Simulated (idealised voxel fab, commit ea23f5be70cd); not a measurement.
This is a process module. Its name is voxel fin reveal.
cross-section cut | 260 nm wide | cells 5 nm
Cross-section, as written here: a square-cell grid given band by band from the top down, where a band holds one or more rows of cells. Top, bottom (nm), then materials left to right with widths (nm); lone material tagged "throughout" fills the whole band edge to edge; "blank" = empty space. Counting heights begins at 0, where everything beneath is, in the wafer as received, one material. The lowest band has no bottom; it goes on downwards, as "0 -> down" shows. You'd read "30..40" like this: the band's top row of cells is as wide as the first number, its bottom row is as wide as the second, and going down, every row changes width by the same amount as the row before did. Any step labelled "nothing altered" changed none of the cells in the cross-section. Look at "Entrapped voids" for the closed voids: empty spaces with no open path to the top, sized 8 cells or up. Each is width x height at distance, distance from the left edge, all nm. The remark found on a step's line after its settings is issued by the simulator itself and pertains to that step. On any step carrying a mask, the "overlay nm" setting, if present on the step's line, tells how far right of its planned place the mask lay; negative values point to the left.
-- These are the steps we planned for the process
step 1: RECEIVE with material Si
step 2: CONFORMAL_DEP with material SiN, thk nm 5
step 3: DIRECTIONAL_DEP with material aC, thk nm 10
step 4: PATTERN with tone cover, mask id FINS, material resist, width nm 15, pitch nm 35, thk nm 25, overlay nm 0
step 5: DIRECTIONAL_ETCH with etch materials aC, depth nm 10
step 6: STRIP with etch materials resist
step 7: DIRECTIONAL_ETCH with etch materials SiN, depth nm 5
step 8: DIRECTIONAL_ETCH with etch materials Si, depth nm 35
step 9: STRIP with etch materials aC
step 10: FILL_DEP with material SiO2, thk nm 5
step 11: CMP with height nm 5
step 12: SELECTIVE_ETCH with etch materials SiO2, depth nm 25
step 13: STRIP with etch materials SiN
step 14: CONFORMAL_DEP with material HfO2, thk nm 5
-- Here's what the wafer looked like in cross-section when it arrived - that's after step 1
    0 -> down  Si throughout
    Entrapped voids: none
-- Cross-sectional result after module completion. Note: starting condition and plan are unchanged from above; one processing mistake was made
    5 -> 0  blank 65 nm / HfO2 25 nm / blank 10 nm / HfO2 25 nm / blank 10 nm / HfO2 25 nm / blank 10 nm / HfO2 25 nm / blank 65 nm
    0 -> -15  blank 65 nm / HfO2 5 nm / Si 15 nm / HfO2 5 nm / blank 10 nm / HfO2 5 nm / Si 15 nm / HfO2 5 nm / blank 10 nm / HfO2 5 nm / Si 15 nm / HfO2 5 nm / blank 10 nm / HfO2 5 nm / Si 15 nm / HfO2 5 nm / blank 65 nm
    -15 -> -20  HfO2 70 nm / Si 15 nm / HfO2 20 nm / Si 15 nm / HfO2 20 nm / Si 15 nm / HfO2 20 nm / Si 15 nm / HfO2 70 nm
    -20 -> -30  SiO2 70 nm / Si 15 nm / SiO2 20 nm / Si 15 nm / SiO2 20 nm / Si 15 nm / SiO2 20 nm / Si 15 nm / SiO2 70 nm
    -30 -> down  Si throughout
    Entrapped voids: none
Against the plan, the run slipped here: step 8 changed vs plan, executed as DIRECTIONAL_ETCH with etch materials Si, depth nm 30
